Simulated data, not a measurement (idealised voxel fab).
process module | voxel released beams
cross-section cut | 190 nm wide | cells 5 nm
A cross-section is a grid of square cells, given in bands from the top down. A band is one or more rows of cells.
Each band's line starts with the height of the band's top and of its bottom, in nm. Then come its materials from left to right, each with its width in nm. One material with "throughout" fills the band from edge to edge. "air" is empty space.
Height 0 is the level under which the wafer as received is all one material. The lowest band goes on downwards, as in "0 down".
A width such as "30 to 40" changes by the same amount from each row of cells to the next, from the band's top row to its bottom row.
"no change" after a step means that no cell of the cross-section changed.
closed voids: empty space of 8 cells or more with no open way to the top, each as width x height at its distance from the left edge, in nm
after a step's settings: what the simulator itself notes on the step
overlay nm, on a step with a mask: how far to the right of its planned place the mask lay; to the left if negative
plan
1 op RECEIVE | material Si
2 op CONFORMAL_DEP | material Al2O3 | thk nm 5
3 op DIRECTIONAL_DEP | material SiO2 | thk nm 20
4 op MASKED_ETCH | tone open | mask id ANCHOR | width nm 35 | etch materials SiO2 | depth nm 20 | overlay nm 0
5 op CONFORMAL_DEP | material W | thk nm 15
6 op MASKED_ETCH | tone cover | mask id BEAM | width nm 90 | etch materials W | depth nm 15 | overlay nm 0
7 op STRIP | etch materials SiO2
first wafer, as planned
as received, after step 1
  0 down: Si throughout
  closed voids: none
after step 2
  5 to 0: Al2O3 throughout
  below 0: unchanged
after step 3
  25 to 5: SiO2 throughout
  below 5: unchanged
after step 4
  25 to 5: SiO2 50 | air 35 | SiO2 105
  below 5: unchanged
after step 5
  40 to 25: W 65 | air 5 | W 120
  25 to 20: SiO2 50 | W 15 | air 5 | W 15 | SiO2 105
  20 to 5: SiO2 50 | W 35 | SiO2 105
  below 5: unchanged
after step 6
  40 to 25: air 45 | W 20 | air 5 | W 65 | air 55
  below 25: unchanged
after step 7
  40 to 25: air 45 | W 20 | air 5 | W 65 | air 55
  25 to 20: air 50 | W 15 | air 5 | W 15 | air 105
  20 to 5: air 50 | W 35 | air 105
  below 5: unchanged
second wafer: like start, like plan, one mistake. Through step 3 it matches the first wafer
when step 4 should have ended
  25 to 5: air 50 | SiO2 35 | air 105
  below 5: unchanged
when step 5 should have ended
  40 to 25: air 35 | W 65 | air 90
  25 to 20: air 35 | W 15 | SiO2 35 | W 15 | air 90
  20 to 5: W 50 | SiO2 35 | W 105
  below 5: unchanged
when step 6 should have ended
  40 to 25: air 45 | W 55 | air 90
  25 to 20: air 35 | W 15 | SiO2 35 | W 15 | air 90
  20 to 5: air 35 | W 15 | SiO2 35 | W 50 | air 55
  below 5: unchanged
when step 7 should have ended: no change
what went wrong: step 4 ran as: op MASKED_ETCH | tone cover | mask id ANCHOR | width nm 35 | etch materials SiO2 | depth nm 20 | overlay nm 0
at the end the second wafer has, in cells: 28 more of SiO2
